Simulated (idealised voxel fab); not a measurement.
Herein follows the process module entitled voxel gate over fins.
240 nm wide, 5 nm square cells: that's cross-section cut.
Each cross-section below is a grid of square cells, stated as bands in top-down order, with one or more rows of cells making up each band.
First you get the band's top height and its bottom height, in nm, and then the materials it's made of, left to right, with each width in nm. If you see a single material with "edge to edge", that one covers the band edge to edge. "blank" is empty space.
The reference from which all heights are counted is 0, the level beneath which the as-received wafer is entirely one material; the lowest band, having no lower bound, proceeds downward and is written after the example "0 -> down".
It should be noted that a width expressed as "30..40" varies in equal increments from row to row of cells within the band, taking the value of the first number at the top row and that of the second number at the bottom row.
Given "nothing got changed" for a step, no cell of the cross-section differs between before and after that step.
Empty spaces without an open route to the top, at least 8 cells in extent, make up the entry "Closed void inventory"; each is given as width x height at distance, where the distance is measured from the left edge, and all are in nm.
It should be noted that, on the line of a given step, the content following the step's settings is a remark produced by the simulator itself with respect to that step.
Each step line may optionally specify "overlay nm", which for a step with a mask gives the rightward distance between the mask's planned place and where it lay, a negative value indicating the leftward direction.

Steps in the process plan:
1,RECEIVE (material Si)
2,CONFORMAL_DEP (material SiN; thk nm 5)
3,DIRECTIONAL_DEP (material aC; thk nm 10)
4,PATTERN (tone cover; mask id FINS; material resist; width nm 15; pitch nm 40; thk nm 30; overlay nm 0)
5,DIRECTIONAL_ETCH (etch materials aC; depth nm 10)
6,STRIP (etch materials resist)
7,DIRECTIONAL_ETCH (etch materials SiN; depth nm 5)
8,DIRECTIONAL_ETCH (etch materials Si; depth nm 40)
9,STRIP (etch materials aC)
10,OXIDIZE (depth nm 5)
11,FILL_DEP (material SiO2; thk nm 5)
12,CMP (height nm 5)
13,SELECTIVE_ETCH (etch materials SiO2; depth nm 15)
14,STRIP (etch materials SiN)
15,CONFORMAL_DEP (material HfO2; thk nm 5)
16,CONFORMAL_DEP (material TiN; thk nm 5)
17,FILL_DEP (material W; thk nm 15)
18,CMP (height nm 20)
19,CONFORMAL_DEP (material SiN; thk nm 10)
Split variable: width nm, step 4. Plan value = first wafer. Wafers start alike.

Cross-section of the first of several wafers as received (after step 1):
  0 -> down | Si edge to edge
  Closed void inventory: none

End of module, by wafer: material-by-material cell gain (+) or loss (-) since receipt, then closed voids:
width nm 15 | +60 HfO2 | -405 Si | +96 SiN | +315 SiO2 | +60 TiN | +162 W | Closed void inventory: none
width nm 20 | +60 HfO2 | -378 Si | +96 SiN | +294 SiO2 | +60 TiN | +156 W | Closed void inventory: none
width nm 25 | +60 HfO2 | -351 Si | +96 SiN | +273 SiO2 | +60 TiN | +150 W | Closed void inventory: none
